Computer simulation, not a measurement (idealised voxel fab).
voxel transistor to metal: a process module
The cross-section on display is named cut; it measures 290 nm wide, and its cells are 5 nm squares.
Throughout this document, each cross-section is represented as a grid of square cells and is presented as a sequence of bands enumerated from the top downward, where a band comprises one or more rows of cells.
Band: top and bottom heights (nm) first, top before bottom; then materials from left to right, widths in nm. "all across" marks a sole material filling the band edge to edge. "empty" denotes empty space.
All heights in this document are referenced to 0, defined as the level beneath which the wafer, as received, consists entirely of one material. The lowest band is not bounded below; it extends indefinitely downward and is written in the form "0 -> down".
A width such as "30..40" changes by the same amount from each row of cells to the next, from the band's top row to its bottom row.
A step reported as "stayed the same" is a step in which no cell of the cross-section changed.
"Tabulated closed voids" contains a list of empty spaces, each no smaller than 8 cells and without an open way to the top, written in the form width x height at distance with the distance from the left edge and all three in nm.
That trailing text on a step's line, after the settings, is the simulator's own remark on the step.
A step line may carry the setting "overlay nm", which, for steps involving a mask, states the distance by which the mask lay to the right of its intended position; negative values denote displacement to the left.
### Steps planned for the process
1,RECEIVE | material Si
2,OXIDIZE | depth nm 5
3,CONFORMAL_DEP | material SiN | thk nm 10
4,PATTERN | tone cover | mask id ACTIVE | material resist | width nm 115 | pitch nm 140 | thk nm 15 | overlay nm 0
5,DIRECTIONAL_ETCH | etch materials SiN | depth nm 10
6,DIRECTIONAL_ETCH | etch materials SiO2 | depth nm 5
7,DIRECTIONAL_ETCH | etch materials Si | depth nm 35
8,STRIP | etch materials resist
9,FILL_DEP | material SiO2 | thk nm 10
10,CMP | height nm 10
11,SELECTIVE_ETCH | etch materials SiO2 | depth nm 10
12,STRIP | etch materials SiN
13,SELECTIVE_ETCH | etch materials SiO2 | depth nm 5
14,OXIDIZE | depth nm 5
15,DIRECTIONAL_DEP | material polySi | thk nm 20
16,DIRECTIONAL_DEP | material SiCN | thk nm 15
17,PATTERN | tone cover | mask id GATE | material resist | width nm 25 | pitch nm 140 | thk nm 15 | overlay nm 0
18,DIRECTIONAL_ETCH | etch materials SiCN | depth nm 25
19,DIRECTIONAL_ETCH | etch materials polySi | depth nm 30
20,STRIP | etch materials resist
21,CONFORMAL_DEP | material SiN | thk nm 5
22,DIRECTIONAL_ETCH | etch materials SiN | depth nm 5
23,DIRECTIONAL_ETCH | etch materials SiO2 | depth nm 5
24,DIRECTIONAL_ETCH | etch materials Si | depth nm 15
25,EPI | material nSi | thk nm 20
26,FILL_DEP | material SiO2 | thk nm 10
27,CMP | height nm 15
28,STRIP | etch materials polySi
29,SELECTIVE_ETCH | etch materials SiO2 | depth nm 5
30,CONFORMAL_DEP | material HfO2 | thk nm 5
31,CONFORMAL_DEP | material TiN | thk nm 5
32,FILL_DEP | material W | thk nm 10
33,CMP | height nm 10
34,DIRECTIONAL_DEP | material SiO2 | thk nm 15
35,MASKED_ETCH | tone open | mask id CONTACT | width nm 15 | etch materials SiO2 | depth nm 30 | overlay nm 0
36,CONFORMAL_DEP | material TiN | thk nm 5
37,FILL_DEP | material Ru | thk nm 5
38,CMP | height nm 25
39,CONFORMAL_DEP | material SiN | thk nm 5
40,DIRECTIONAL_DEP | material SiO2 | thk nm 20
41,DIRECTIONAL_DEP | material aC | thk nm 10
42,PATTERN | tone open | mask id METAL_1 | material resist | width nm 15 | thk nm 30 | overlay nm 0
43,DIRECTIONAL_ETCH | etch materials aC | depth nm 10
44,STRIP | etch materials resist
45,DIRECTIONAL_ETCH | etch materials SiO2 | depth nm 20
46,DIRECTIONAL_ETCH | etch materials SiN | depth nm 5
47,STRIP | etch materials aC
48,CONFORMAL_DEP | material TiN | thk nm 5
49,FILL_DEP | material Cu | thk nm 5
50,CMP | height nm 50
51,EPI | material Ru | thk nm 5
52,FILL_DEP | material SiCN | thk nm 5
### as received, after step 1
  0 -> down  Si all across
  Tabulated closed voids: none
### Post-module cross-section: identical start and plan to those above, one misstep in execution
  60 -> 55  SiCN all across
  55 -> 50  SiCN (20)  Ru (25)  SiCN (55)  Ru (25)  SiCN (35)  Ru (25)  SiCN (55)  Ru (25)  SiCN (25)
  50 -> 30  SiO2 (25)  TiN (5)  Cu (5)  TiN (5)  SiO2 (65)  TiN (5)  Cu (5)  TiN (5)  SiO2 (45)  TiN (5)  Cu (5)  TiN (5)  SiO2 (65)  TiN (5)  Cu (5)  TiN (5)  SiO2 (30)
  30 -> 25  SiN (25)  TiN (15)  SiN (65)  TiN (15)  SiN (45)  TiN (15)  SiN (65)  TiN (15)  SiN (30)
  25 -> 15  SiO2 (20)  TiN (5)  Ru (15)  TiN (5)  SiO2 (55)  TiN (5)  Ru (15)  TiN (5)  SiO2 (35)  TiN (5)  Ru (15)  TiN (5)  SiO2 (55)  TiN (5)  Ru (15)  TiN (5)  SiO2 (25)
  15 -> 10  SiO2 (20)  TiN (5)  Ru (5)  TiN (15)  SiO2 (55)  TiN (15)  Ru (5)  TiN (5)  SiO2 (35)  TiN (5)  Ru (5)  TiN (15)  SiO2 (55)  TiN (15)  Ru (5)  TiN (5)  SiO2 (25)
  10 -> 0  SiO2 (20)  TiN (5)  Ru (5)  TiN (5)  nSi (20)  SiN (5)  HfO2 (5)  TiN (5)  W (5)  TiN (5)  HfO2 (5)  SiN (5)  nSi (20)  TiN (5)  Ru (5)  TiN (5)  SiO2 (35)  TiN (5)  Ru (5)  TiN (5)  nSi (20)  SiN (5)  HfO2 (5)  TiN (5)  W (5)  TiN (5)  HfO2 (5)  SiN (5)  nSi (20)  TiN (5)  Ru (5)  TiN (5)  SiO2 (25)
  0 -> -5  SiO2 (20)  TiN (15)  nSi (20)  SiN (5)  HfO2 (5)  TiN (15)  HfO2 (5)  SiN (5)  nSi (20)  TiN (15)  SiO2 (35)  TiN (15)  nSi (20)  SiN (5)  HfO2 (5)  TiN (15)  HfO2 (5)  SiN (5)  nSi (20)  TiN (15)  SiO2 (25)
  -5 -> -10  SiO2 (10)  nSi (45)  HfO2 (35)  nSi (45)  SiO2 (15)  nSi (45)  HfO2 (35)  nSi (45)  SiO2 (15)
  -10 -> -25  SiO2 (15)  nSi (40)  Si (35)  nSi (40)  SiO2 (25)  nSi (40)  Si (35)  nSi (40)  SiO2 (20)
  -25 -> -40  SiO2 (15)  Si (115)  SiO2 (25)  Si (115)  SiO2 (20)
  -40 -> down  Si all across
  Tabulated closed voids: none
Heads up, the wafer didn't run the way we planned it: in deviation from the planned setting, step 35 was conducted as MASKED_ETCH | tone open | mask id CONTACT | width nm 25 | etch materials SiO2 | depth nm 30 | overlay nm 0
